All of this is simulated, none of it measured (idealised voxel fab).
A process module follows: voxel wiring stack.
The cross-section on display is named cut; it measures 300 nm wide, and its cells are 5 nm squares.
Think of the cross-section as a grid of square cells. We describe it in bands, top to bottom, and each band covers one or more rows of those cells.
Top height, bottom height, nm. Materials left to right, width each, nm. Single material + "full width" = fills band edge to edge. "air" = empty.
Where do heights start? At 0: under that level the wafer as delivered is made of one material only. And the lowest band has no floor; it just carries on downward, as in "top 0, no bottom".
Width spec "30 to 40" -> top row of cells at first value, bottom row at second value, equal per-row change in between.
Step note "no modification" = no cross-section cell changed.
Under "Sealed void inventory" you'll find the enclosed gaps, the ones with no way out to the top, that are 8 cells or bigger; each reads width x height at distance, with distance counted from the left edge, everything in nm.
That trailing text on a step's line, after the settings, is the simulator's own remark on the step.
overlay nm: mask offset rightward from planned place, masked step; negative means leftward offset.
-- The process steps that were planned are listed below
- 1: RECEIVE with material Si
- 2: CONFORMAL_DEP with material SiO2, thk nm 15
- 3: CONFORMAL_DEP with material SiN, thk nm 5
- 4: DIRECTIONAL_DEP with material lowk, thk nm 25
- 5: DIRECTIONAL_DEP with material aC, thk nm 10
- 6: PATTERN with tone open, mask id METAL_1, material resist, width nm 30, pitch nm 55, thk nm 30, overlay nm 0
- 7: DIRECTIONAL_ETCH with etch materials aC, depth nm 10
- 8: STRIP with etch materials resist
- 9: DIRECTIONAL_ETCH with etch materials lowk, depth nm 25
- 10: DIRECTIONAL_ETCH with etch materials SiN, depth nm 5
- 11: STRIP with etch materials aC
- 12: CONFORMAL_DEP with material TiN, thk nm 5
- 13: FILL_DEP with material Cu, thk nm 5
- 14: CMP with height nm 45
- 15: CONFORMAL_DEP with material SiCN, thk nm 5
- 16: DIRECTIONAL_DEP with material lowk, thk nm 15
- 17: MASKED_ETCH with tone open, mask id PLUG_1, width nm 15, pitch nm 55, etch materials lowk, depth nm 15, overlay nm 0
- 18: MASKED_ETCH with tone open, mask id PLUG_1, width nm 15, pitch nm 55, etch materials SiCN, depth nm 5, overlay nm 0
- 19: EPI with material Ru, thk nm 10
- 20: EPI with material Ru, thk nm 10
- 21: DIRECTIONAL_DEP with material TiN, thk nm 5
- 22: DIRECTIONAL_DEP with material Ru, thk nm 15
- 23: DIRECTIONAL_DEP with material aC, thk nm 15
- 24: PATTERN with tone cover, mask id METAL_2, material resist, width nm 30, pitch nm 55, thk nm 35, overlay nm 0
- 25: DIRECTIONAL_ETCH with etch materials aC, depth nm 15
- 26: STRIP with etch materials resist
- 27: DIRECTIONAL_ETCH with etch materials Ru, depth nm 15
- 28: DIRECTIONAL_ETCH with etch materials TiN, depth nm 5
- 29: STRIP with etch materials aC
- 30: CONFORMAL_DEP with material SiCN, thk nm 5
- 31: FILL_DEP with material SiO2, thk nm 5
- 32: CMP with height nm 85
- 33: CONFORMAL_DEP with material SiCN, thk nm 5
- 34: DIRECTIONAL_DEP with material SiO2, thk nm 20
- 35: PATTERN with tone open, mask id PLUG_2, material resist, width nm 15, pitch nm 55, thk nm 15, overlay nm 0
- 36: DIRECTIONAL_ETCH with etch materials SiO2, depth nm 20
- 37: DIRECTIONAL_ETCH with etch materials SiCN, depth nm 5
- 38: STRIP with etch materials resist
- 39: CONFORMAL_DEP with material TiN, thk nm 5
- 40: FILL_DEP with material Ru, thk nm 10
- 41: CMP with height nm 110
- 42: CONFORMAL_DEP with material SiCN, thk nm 5
- 43: DIRECTIONAL_DEP with material lowk, thk nm 20
- 44: PATTERN with tone open, mask id METAL_3, material resist, width nm 30, pitch nm 55, thk nm 15, overlay nm 0
- 45: DIRECTIONAL_ETCH with etch materials lowk, depth nm 20
- 46: DIRECTIONAL_ETCH with etch materials SiCN, depth nm 5
- 47: STRIP with etch materials resist
- 48: CONFORMAL_DEP with material TiN, thk nm 5
- 49: FILL_DEP with material Ru, thk nm 5
- 50: CMP with height nm 135
- 51: CONFORMAL_DEP with material SiCN, thk nm 5
- 52: DIRECTIONAL_DEP with material SiO2, thk nm 20
- 53: DIRECTIONAL_DEP with material aC, thk nm 10
- 54: PATTERN with tone open, mask id PLUG_3, material resist, width nm 15, pitch nm 55, thk nm 25, overlay nm 0
- 55: DIRECTIONAL_ETCH with etch materials aC, depth nm 10
- 56: STRIP with etch materials resist
- 57: DIRECTIONAL_ETCH with etch materials SiO2, depth nm 20
- 58: DIRECTIONAL_ETCH with etch materials SiCN, depth nm 5
- 59: STRIP with etch materials aC
- 60: CONFORMAL_DEP with material TiN, thk nm 5
- 61: FILL_DEP with material W, thk nm 5
- 62: CMP with height nm 160
- 63: CONFORMAL_DEP with material SiCN, thk nm 5
- 64: DIRECTIONAL_DEP with material SiO2, thk nm 15
- 65: MASKED_ETCH with tone open, mask id METAL_4, width nm 30, pitch nm 55, etch materials SiO2, depth nm 15, overlay nm 0
- 66: MASKED_ETCH with tone open, mask id METAL_4, width nm 30, pitch nm 55, etch materials SiCN, depth nm 5, overlay nm 0
- 67: CONFORMAL_DEP with material TiN, thk nm 5
- 68: FILL_DEP with material Ru, thk nm 5
- 69: CMP with height nm 180
- 70: EPI with material Ru, thk nm 5
- 71: FILL_DEP with material SiCN, thk nm 5
-- This is the cross-section of the wafer as we received it, i.e. after step 1
  top 0, no bottom = Si full width
  Sealed void inventory: none
-- Module complete - cross-section of the first of two wafers, run according to plan
  top 190, bottom 185 = SiCN full width
  top 185, bottom 180 = SiCN 75 nm | Ru 40 nm | SiCN 15 nm | Ru 40 nm | SiCN 15 nm | Ru 40 nm | SiCN 75 nm
  top 180, bottom 165 = SiO2 80 nm | TiN 5 nm | Ru 20 nm | TiN 5 nm | SiO2 25 nm | TiN 5 nm | Ru 20 nm | TiN 5 nm | SiO2 25 nm | TiN 5 nm | Ru 20 nm | TiN 5 nm | SiO2 80 nm
  top 165, bottom 160 = SiCN 80 nm | TiN 30 nm | SiCN 25 nm | TiN 30 nm | SiCN 25 nm | TiN 30 nm | SiCN 80 nm
  top 160, bottom 140 = SiO2 80 nm | TiN 5 nm | W 5 nm | TiN 5 nm | SiO2 40 nm | TiN 5 nm | W 5 nm | TiN 5 nm | SiO2 40 nm | TiN 5 nm | W 5 nm | TiN 5 nm | SiO2 95 nm
  top 140, bottom 135 = SiCN 80 nm | TiN 15 nm | SiCN 40 nm | TiN 15 nm | SiCN 40 nm | TiN 15 nm | SiCN 95 nm
  top 135, bottom 115 = lowk 80 nm | TiN 5 nm | Ru 20 nm | TiN 5 nm | lowk 25 nm | TiN 5 nm | Ru 20 nm | TiN 5 nm | lowk 25 nm | TiN 5 nm | Ru 20 nm | TiN 5 nm | lowk 80 nm
  top 115, bottom 110 = SiCN 80 nm | TiN 30 nm | SiCN 25 nm | TiN 30 nm | SiCN 25 nm | TiN 30 nm | SiCN 80 nm
  top 110, bottom 90 = SiO2 80 nm | TiN 5 nm | Ru 5 nm | TiN 5 nm | SiO2 40 nm | TiN 5 nm | Ru 5 nm | TiN 5 nm | SiO2 40 nm | TiN 5 nm | Ru 5 nm | TiN 5 nm | SiO2 95 nm
  top 90, bottom 85 = SiCN 80 nm | TiN 15 nm | SiCN 40 nm | TiN 15 nm | SiCN 40 nm | TiN 15 nm | SiCN 95 nm
  top 85, bottom 70 = SiO2 75 nm | SiCN 5 nm | Ru 30 nm | SiCN 5 nm | SiO2 15 nm | SiCN 5 nm | Ru 30 nm | SiCN 5 nm | SiO2 15 nm | SiCN 5 nm | Ru 30 nm | SiCN 5 nm | SiO2 75 nm
  top 70, bottom 65 = SiCN 80 nm | TiN 30 nm | SiCN 25 nm | TiN 30 nm | SiCN 25 nm | TiN 30 nm | SiCN 80 nm
  top 65, bottom 50 = lowk 80 nm | Ru 15 nm | lowk 40 nm | Ru 15 nm | lowk 40 nm | Ru 15 nm | lowk 95 nm
  top 50, bottom 45 = SiCN 80 nm | Ru 15 nm | SiCN 40 nm | Ru 15 nm | SiCN 40 nm | Ru 15 nm | SiCN 95 nm
  top 45, bottom 20 = lowk 80 nm | TiN 5 nm | Cu 20 nm | TiN 5 nm | lowk 25 nm | TiN 5 nm | Cu 20 nm | TiN 5 nm | lowk 25 nm | TiN 5 nm | Cu 20 nm | TiN 5 nm | lowk 80 nm
  top 20, bottom 15 = SiN 80 nm | TiN 30 nm | SiN 25 nm | TiN 30 nm | SiN 25 nm | TiN 30 nm | SiN 80 nm
  top 15, bottom 0 = SiO2 full width
  top 0, no bottom = Si full width
  Sealed void inventory: none
-- What the second wafer looks like in cross-section once the module is done. Its start and its plan matched the first wafer's exactly; what differed was one mistake in how it was run
  top 190, bottom 185 = SiCN full width
  top 185, bottom 180 = SiCN 75 nm | Ru 40 nm | SiCN 15 nm | Ru 40 nm | SiCN 15 nm | Ru 40 nm | SiCN 75 nm
  top 180, bottom 165 = SiO2 80 nm | TiN 5 nm | Ru 20 nm | TiN 5 nm | SiO2 25 nm | TiN 5 nm | Ru 20 nm | TiN 5 nm | SiO2 25 nm | TiN 5 nm | Ru 20 nm | TiN 5 nm | SiO2 80 nm
  top 165, bottom 160 = SiCN 80 nm | TiN 30 nm | SiCN 25 nm | TiN 30 nm | SiCN 25 nm | TiN 30 nm | SiCN 80 nm
  top 160, bottom 140 = SiO2 80 nm | TiN 5 nm | W 5 nm | TiN 5 nm | SiO2 40 nm | TiN 5 nm | W 5 nm | TiN 5 nm | SiO2 40 nm | TiN 5 nm | W 5 nm | TiN 5 nm | SiO2 95 nm
  top 140, bottom 135 = SiCN 80 nm | TiN 15 nm | SiCN 40 nm | TiN 15 nm | SiCN 40 nm | TiN 15 nm | SiCN 95 nm
  top 135, bottom 115 = TiN full width
  top 115, bottom 110 = SiCN full width
  top 110, bottom 90 = SiO2 80 nm | TiN 5 nm | Ru 5 nm | TiN 5 nm | SiO2 40 nm | TiN 5 nm | Ru 5 nm | TiN 5 nm | SiO2 40 nm | TiN 5 nm | Ru 5 nm | TiN 5 nm | SiO2 95 nm
  top 90, bottom 85 = SiCN 80 nm | TiN 15 nm | SiCN 40 nm | TiN 15 nm | SiCN 40 nm | TiN 15 nm | SiCN 95 nm
  top 85, bottom 70 = SiO2 75 nm | SiCN 5 nm | Ru 30 nm | SiCN 5 nm | SiO2 15 nm | SiCN 5 nm | Ru 30 nm | SiCN 5 nm | SiO2 15 nm | SiCN 5 nm | Ru 30 nm | SiCN 5 nm | SiO2 75 nm
  top 70, bottom 65 = SiCN 80 nm | TiN 30 nm | SiCN 25 nm | TiN 30 nm | SiCN 25 nm | TiN 30 nm | SiCN 80 nm
  top 65, bottom 50 = lowk 80 nm | Ru 15 nm | lowk 40 nm | Ru 15 nm | lowk 40 nm | Ru 15 nm | lowk 95 nm
  top 50, bottom 45 = SiCN 80 nm | Ru 15 nm | SiCN 40 nm | Ru 15 nm | SiCN 40 nm | Ru 15 nm | SiCN 95 nm
  top 45, bottom 20 = lowk 80 nm | TiN 5 nm | Cu 20 nm | TiN 5 nm | lowk 25 nm | TiN 5 nm | Cu 20 nm | TiN 5 nm | lowk 25 nm | TiN 5 nm | Cu 20 nm | TiN 5 nm | lowk 80 nm
  top 20, bottom 15 = SiN 80 nm | TiN 30 nm | SiN 25 nm | TiN 30 nm | SiN 25 nm | TiN 30 nm | SiN 80 nm
  top 15, bottom 0 = SiO2 full width
  top 0, no bottom = Si full width
  Sealed void inventory: none
Which mistake was made when the wafer was run? step 43 was run on a setting that differed from the plan, and what really ran there is DIRECTIONAL_DEP with material TiN, thk nm 20
It is noted that, at the conclusion of processing, the second wafer exhibits a higher or lower cell count for certain materials relative to the first: Ru -48, SiCN +18, TiN +198, lowk -168
